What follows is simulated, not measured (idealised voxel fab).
process module | voxel transistor to metal
cross-section cut | 210 nm wide | cells 5 nm
A cross-section is a grid of square cells, given in bands from the top down. A band is one or more rows of cells.
Each band's line starts with the height of the band's top and of its bottom, in nm. Then come its materials from left to right, each with its width in nm. One material with "throughout" fills the band from edge to edge. "air" is empty space.
Height 0 is the level under which the wafer as received is all one material. The lowest band goes on downwards, as in "0 down".
A width such as "30 to 40" changes by the same amount from each row of cells to the next, from the band's top row to its bottom row.
"no change" after a step means that no cell of the cross-section changed.
closed voids: empty space of 8 cells or more with no open way to the top, each as width x height at its distance from the left edge, in nm
after a step's settings: what the simulator itself notes on the step
overlay nm, on a step with a mask: how far to the right of its planned place the mask lay; to the left if negative
Each pair below shows a cross-section before one step and the cross-section after it, down to the lowest band that changed. The line under each pair gives the step between them, with its settings. The pairs can come from different runs of this module on the same starting wafer, so a pair continues from the pair above only where its "before" says so.
before
  115 to 110: TiN 70 | air 5 | TiN 55 | air 5 | TiN 75
  110 to 75: SiO2 65 | TiN 5 | air 5 | TiN 5 | SiO2 45 | TiN 5 | air 5 | TiN 5 | SiO2 70
  75 to 70: SiCN 65 | TiN 15 | SiCN 45 | TiN 15 | SiCN 70
  70 to 55: lowk 65 | TiN 5 | Ru 5 | TiN 5 | lowk 45 | TiN 5 | Ru 5 | TiN 5 | lowk 70
  55 to 50: SiCN 65 | TiN 15 | SiCN 45 | TiN 15 | SiCN 70
  50 to 40: SiO2 65 | TiN 5 | Ru 15 | TiN 5 | SiO2 25 | TiN 5 | Ru 15 | TiN 5 | SiO2 70
  40 to 35: SiO2 65 | TiN 5 | Ru 10 | TiN 10 | SiO2 25 | TiN 10 | Ru 10 | TiN 5 | SiO2 70
  35 to 20: SiO2 65 | TiN 5 | Ru 10 | TiN 5 | SiN 10 | SiCN 15 | SiN 10 | TiN 5 | Ru 10 | TiN 5 | SiO2 70
  20 to 15: SiO2 65 | TiN 5 | Ru 10 | TiN 5 | SiN 10 | polySi 15 | SiN 10 | TiN 5 | Ru 10 | TiN 5 | SiO2 70
  15 to 10: SiN 65 | TiN 5 | Ru 10 | TiN 5 | SiN 10 | polySi 15 | SiN 10 | TiN 5 | Ru 10 | TiN 5 | SiN 70
  10 to 5: SiO2 55 | SiN 10 | TiN 20 | SiN 10 | polySi 15 | SiN 10 | TiN 20 | SiN 10 | SiO2 60
  5 to 0: SiO2 55 | SiN 40 | polySi 15 | SiN 40 | SiO2 60
  0 to -5: SiO2 throughout
  -5 to -30: SiO2 65 | Si 75 | SiO2 70
  -30 down: Si throughout
  closed voids: none
after
  120 to 115: Cu throughout
  115 to 110: TiN 70 | Cu 5 | TiN 55 | Cu 5 | TiN 75
  110 to 75: SiO2 65 | TiN 5 | Cu 5 | TiN 5 | SiO2 45 | TiN 5 | Cu 5 | TiN 5 | SiO2 70
  below 75: unchanged
  closed voids: none
the step between: op FILL_DEP | material Cu | thk nm 5
before: the cross-section after the pair above
after
  110 to 75: SiO2 65 | TiN 5 | Cu 5 | TiN 5 | SiO2 45 | TiN 5 | Cu 5 | TiN 5 | SiO2 70
  below 75: unchanged
  closed voids: none
the step between: op CMP | height nm 110
before: the cross-section after the pair above
after
  115 to 110: SiN throughout
  below 110: unchanged
  closed voids: none
the step between: op CONFORMAL_DEP | material SiN | thk nm 5
before
  45 to 35: SiCN 55 | air 95 | SiCN 60
  35 to 30: SiCN throughout
  30 to 20: polySi 55 | SiCN 95 | polySi 60
  20 to 10: polySi throughout
  10 to 0: SiO2 55 | polySi 95 | SiO2 60
  0 to -5: SiO2 throughout
  -5 to -30: SiO2 65 | Si 75 | SiO2 70
  -30 down: Si throughout
  closed voids: none
after
  45 to 35: SiCN 55 | air 95 | SiCN 60
  35 to 30: SiCN 95 | air 15 | SiCN 100
  30 to 20: polySi 55 | SiCN 40 | air 15 | SiCN 40 | polySi 60
  below 20: unchanged
  closed voids: none
the step between: op MASKED_ETCH | tone open | mask id GATE | width nm 15 | etch materials SiCN | depth nm 25 | overlay nm 0
before: the cross-section after the pair above
after
  50 to 45: SiO2 60 | air 85 | SiO2 65
  45 to 35: SiCN 55 | SiO2 5 to 45 | air 85 to 5 | SiO2 5 to 45 | SiCN 60
  35 to 30: SiCN 95 | SiO2 5 | air 5 | SiO2 5 | SiCN 100
  30 to 25: polySi 55 | SiCN 40 | SiO2 5 | air 5 | SiO2 5 | SiCN 40 | polySi 60
  25 to 20: polySi 55 | SiCN 40 | SiO2 15 | SiCN 40 | polySi 60
  below 20: unchanged
  closed voids: none
the step between: op CONFORMAL_DEP | material SiO2 | thk nm 5
before: the cross-section after the pair above
after
  45 to 35: SiCN 55 | SiO2 5 | air 85 | SiO2 5 | SiCN 60
  35 to 30: SiCN 95 | SiO2 5 | air 5 | SiO2 5 | SiCN 100
  30 to 20: polySi 55 | SiCN 40 | SiO2 5 | air 5 | SiO2 5 | SiCN 40 | polySi 60
  below 20: unchanged
  closed voids: none
the step between: op DIRECTIONAL_ETCH | etch materials SiO2 | depth nm 5
before: the cross-section after the pair above
after
  50 to 45: SiN 65 | air 75 | SiN 70
  45 to 40: SiCN 55 | SiO2 5 | SiN 5 | air 75 | SiN 5 | SiO2 5 | SiCN 60
  40 to 30: SiCN 55 to 95 | SiO2 5 | SiN 85 to 5 | SiO2 5 | SiCN 60 to 100
  30 to 20: polySi 55 | SiCN 40 | SiO2 5 | SiN 5 | SiO2 5 | SiCN 40 | polySi 60
  below 20: unchanged
  closed voids: none
the step between: op CONFORMAL_DEP | material SiN | thk nm 5
before: the cross-section after the pair above
after
  45 to 35: SiCN 55 | SiO2 5 | SiN 5 | air 75 | SiN 5 | SiO2 5 | SiCN 60
  below 35: unchanged
  closed voids: none
the step between: op DIRECTIONAL_ETCH | etch materials SiN | depth nm 5
before: the cross-section after the pair above
after
  45 to 40: SiCN 55 | air 5 | SiN 5 | air 75 | SiN 5 | air 5 | SiCN 60
  40 to 35: SiCN 55 | SiO2 5 | SiN 5 | air 75 | SiN 5 | SiO2 5 | SiCN 60
  35 to 30: SiCN 95 | air 5 | SiN 5 | air 5 | SiCN 100
  below 30: unchanged
  closed voids: none
the step between: op DIRECTIONAL_ETCH | etch materials SiO2 | depth nm 5
before: the cross-section after the pair above
after
  50 to 45: SiO2 throughout
  45 to 35: SiCN 55 | SiO2 5 | SiN 5 | SiO2 75 | SiN 5 | SiO2 5 | SiCN 60
  35 to 30: SiCN 95 | SiO2 5 | SiN 5 | SiO2 5 | SiCN 100
  below 30: unchanged
  closed voids: none
the step between: op FILL_DEP | material SiO2 | thk nm 5
before: the cross-section after the pair above
after
  35 to 30: SiCN 95 | SiO2 5 | SiN 5 | SiO2 5 | SiCN 100
  below 30: unchanged
  closed voids: none
the step between: op CMP | height nm 35
before: the cross-section after the pair above
after
  50 to 35: SiO2 throughout
  below 35: unchanged
  closed voids: none
the step between: op DIRECTIONAL_DEP | material SiO2 | thk nm 15
before: the cross-section after the pair above
after
  65 to 50: resist 65 | air 25 | resist 25 | air 25 | resist 70
  below 50: unchanged
  closed voids: none
the step between: op PATTERN | tone open | mask id CONTACT | material resist | width nm 25 | pitch nm 50 | thk nm 15 | overlay nm 0
before: the cross-section after the pair above
after
  65 to 50: resist 65 | air 25 | resist 25 | air 25 | resist 70
  50 to 35: SiO2 65 | air 25 | SiO2 25 | air 25 | SiO2 70
  below 35: unchanged
  closed voids: none
the step between: op DIRECTIONAL_ETCH | etch materials SiO2 | depth nm 50
before: the cross-section after the pair above
after
  50 to 35: SiO2 65 | air 25 | SiO2 25 | air 25 | SiO2 70
  below 35: unchanged
  closed voids: none
the step between: op STRIP | etch materials resist
before: the cross-section after the pair above
after
  55 to 50: TiN 70 | air 15 | TiN 35 | air 15 | TiN 75
  50 to 40: SiO2 65 | TiN 5 | air 15 | TiN 5 | SiO2 25 | TiN 5 | air 15 | TiN 5 | SiO2 70
  40 to 35: SiO2 65 | TiN 25 | SiO2 25 | TiN 25 | SiO2 70
  below 35: unchanged
  closed voids: none
the step between: op CONFORMAL_DEP | material TiN | thk nm 5
before: the cross-section after the pair above
after
  65 to 55: Ru throughout
  55 to 50: TiN 70 | Ru 15 | TiN 35 | Ru 15 | TiN 75
  50 to 40: SiO2 65 | TiN 5 | Ru 15 | TiN 5 | SiO2 25 | TiN 5 | Ru 15 | TiN 5 | SiO2 70
  below 40: unchanged
  closed voids: none
the step between: op FILL_DEP | material Ru | thk nm 10
before: the cross-section after the pair above
after
  50 to 40: SiO2 65 | TiN 5 | Ru 15 | TiN 5 | SiO2 25 | TiN 5 | Ru 15 | TiN 5 | SiO2 70
  below 40: unchanged
  closed voids: none
the step between: op CMP | height nm 50
before: the cross-section after the pair above
after
  55 to 50: SiCN throughout
  below 50: unchanged
  closed voids: none
the step between: op CONFORMAL_DEP | material SiCN | thk nm 5
before: the cross-section after the pair above
after
  70 to 55: lowk throughout
  below 55: unchanged
  closed voids: none
the step between: op DIRECTIONAL_DEP | material lowk | thk nm 15
before: the cross-section after the pair above
after
  85 to 70: aC throughout
  below 70: unchanged
  closed voids: none
the step between: op DIRECTIONAL_DEP | material aC | thk nm 15
before: the cross-section after the pair above
after
  115 to 85: resist 65 | air 15 | resist 45 | air 15 | resist 70
  below 85: unchanged
  closed voids: none
the step between: op PATTERN | tone open | mask id METAL_1 | material resist | width nm 15 | pitch nm 60 | thk nm 30 | overlay nm 0
before: the cross-section after the pair above
after
  100 to 85: resist 65 | air 15 | resist 45 | air 15 | resist 70
  85 to 70: aC 65 | air 15 | aC 45 | air 15 | aC 70
  below 70: unchanged
  closed voids: none
the step between: op DIRECTIONAL_ETCH | etch materials aC | depth nm 15
before: the cross-section after the pair above
after
  85 to 70: aC 65 | air 15 | aC 45 | air 15 | aC 70
  below 70: unchanged
  closed voids: none
the step between: op STRIP | etch materials resist
before: the cross-section after the pair above
after
  85 to 70: aC 65 | air 15 | aC 45 | air 15 | aC 70
  70 to 55: lowk 65 | air 15 | lowk 45 | air 15 | lowk 70
  below 55: unchanged
  closed voids: none
the step between: op DIRECTIONAL_ETCH | etch materials lowk | depth nm 15
before: the cross-section after the pair above
after
  85 to 70: aC 65 | air 15 | aC 45 | air 15 | aC 70
  70 to 55: lowk 65 | air 15 | lowk 45 | air 15 | lowk 70
  55 to 50: SiCN 65 | air 15 | SiCN 45 | air 15 | SiCN 70
  below 50: unchanged
  closed voids: none
the step between: op DIRECTIONAL_ETCH | etch materials SiCN | depth nm 5
before: the cross-section after the pair above
after
  70 to 55: lowk 65 | air 15 | lowk 45 | air 15 | lowk 70
  below 55: unchanged
  closed voids: none
the step between: op STRIP | etch materials aC
before: the cross-section after the pair above
after
  75 to 70: TiN 70 | air 5 | TiN 55 | air 5 | TiN 75
  70 to 55: lowk 65 | TiN 5 | air 5 | TiN 5 | lowk 45 | TiN 5 | air 5 | TiN 5 | lowk 70
  55 to 50: SiCN 65 | TiN 15 | SiCN 45 | TiN 15 | SiCN 70
  below 50: unchanged
  closed voids: none
the step between: op CONFORMAL_DEP | material TiN | thk nm 5
before: the cross-section after the pair above
after
  85 to 75: Ru throughout
  75 to 70: TiN 70 | Ru 5 | TiN 55 | Ru 5 | TiN 75
  70 to 55: lowk 65 | TiN 5 | Ru 5 | TiN 5 | lowk 45 | TiN 5 | Ru 5 | TiN 5 | lowk 70
  below 55: unchanged
  closed voids: none
the step between: op FILL_DEP | material Ru | thk nm 10
before: the cross-section after the pair above
after
  70 to 55: lowk 65 | TiN 5 | Ru 5 | TiN 5 | lowk 45 | TiN 5 | Ru 5 | TiN 5 | lowk 70
  below 55: unchanged
  closed voids: none
the step between: op CMP | height nm 70
before: the cross-section after the pair above
after
  75 to 70: SiCN throughout
  below 70: unchanged
  closed voids: none
the step between: op CONFORMAL_DEP | material SiCN | thk nm 5
before: the cross-section after the pair above
after
  110 to 75: SiO2 throughout
  below 75: unchanged
  closed voids: none
the step between: op DIRECTIONAL_DEP | material SiO2 | thk nm 35
before: the cross-section after the pair above
after
  125 to 110: aC throughout
  below 110: unchanged
  closed voids: none
the step between: op DIRECTIONAL_DEP | material aC | thk nm 15
before: the cross-section after the pair above
after
  160 to 125: resist 65 | air 15 | resist 45 | air 15 | resist 70
  below 125: unchanged
  closed voids: none
the step between: op PATTERN | tone open | mask id METAL_2 | material resist | width nm 15 | pitch nm 60 | thk nm 35 | overlay nm 0
before: the cross-section after the pair above
after
  145 to 125: resist 65 | air 15 | resist 45 | air 15 | resist 70
  125 to 110: aC 65 | air 15 | aC 45 | air 15 | aC 70
  below 110: unchanged
  closed voids: none
the step between: op DIRECTIONAL_ETCH | etch materials aC | depth nm 15
before: the cross-section after the pair above
after
  125 to 110: aC 65 | air 15 | aC 45 | air 15 | aC 70
  below 110: unchanged
  closed voids: none
the step between: op STRIP | etch materials resist
before: the cross-section after the pair above
after
  125 to 110: aC 65 | air 15 | aC 45 | air 15 | aC 70
  110 to 90: SiO2 65 | air 15 | SiO2 45 | air 15 | SiO2 70
  below 90: unchanged
  closed voids: none
the step between: op DIRECTIONAL_ETCH | etch materials SiO2 | depth nm 20
before: the cross-section after the pair above
after
  110 to 90: SiO2 65 | air 15 | SiO2 45 | air 15 | SiO2 70
  below 90: unchanged
  closed voids: none
the step between: op STRIP | etch materials aC
before: the cross-section after the pair above
after
  110 to 75: SiO2 65 | air 15 | SiO2 45 | air 15 | SiO2 70
  below 75: unchanged
  closed voids: none
the step between: op MASKED_ETCH | tone open | mask id METAL_2_HOLES | width nm 15 | pitch nm 60 | etch materials SiO2 | depth nm 15 | overlay nm 0
before: the cross-section after the pair above
after
  110 to 75: SiO2 65 | air 15 | SiO2 45 | air 15 | SiO2 70
  75 to 70: SiCN 65 | air 15 | SiCN 45 | air 15 | SiCN 70
  below 70: unchanged
  closed voids: none
the step between: op MASKED_ETCH | tone open | mask id METAL_2_HOLES | width nm 15 | pitch nm 60 | etch materials SiCN | depth nm 5 | overlay nm 0
before: the cross-section after the pair above
after
  115 to 110: TiN 70 | air 5 | TiN 55 | air 5 | TiN 75
  110 to 75: SiO2 65 | TiN 5 | air 5 | TiN 5 | SiO2 45 | TiN 5 | air 5 | TiN 5 | SiO2 70
  75 to 70: SiCN 65 | TiN 15 | SiCN 45 | TiN 15 | SiCN 70
  below 70: unchanged
  closed voids: none
the step between: op CONFORMAL_DEP | material TiN | thk nm 5
before: the cross-section after the pair above
after
  120 to 115: Cu throughout
  115 to 110: TiN 70 | Cu 5 | TiN 55 | Cu 5 | TiN 75
  110 to 75: SiO2 65 | TiN 5 | Cu 5 | TiN 5 | SiO2 45 | TiN 5 | Cu 5 | TiN 5 | SiO2 70
  below 75: unchanged
  closed voids: none
the step between: op FILL_DEP | material Cu | thk nm 5
before: the cross-section after the pair above
after
  110 to 75: SiO2 65 | TiN 5 | Cu 5 | TiN 5 | SiO2 45 | TiN 5 | Cu 5 | TiN 5 | SiO2 70
  below 75: unchanged
  closed voids: none
the step between: op CMP | height nm 110
before: the cross-section after the pair above
after
  115 to 110: SiN throughout
  below 110: unchanged
  closed voids: none
the step between: op CONFORMAL_DEP | material SiN | thk nm 5
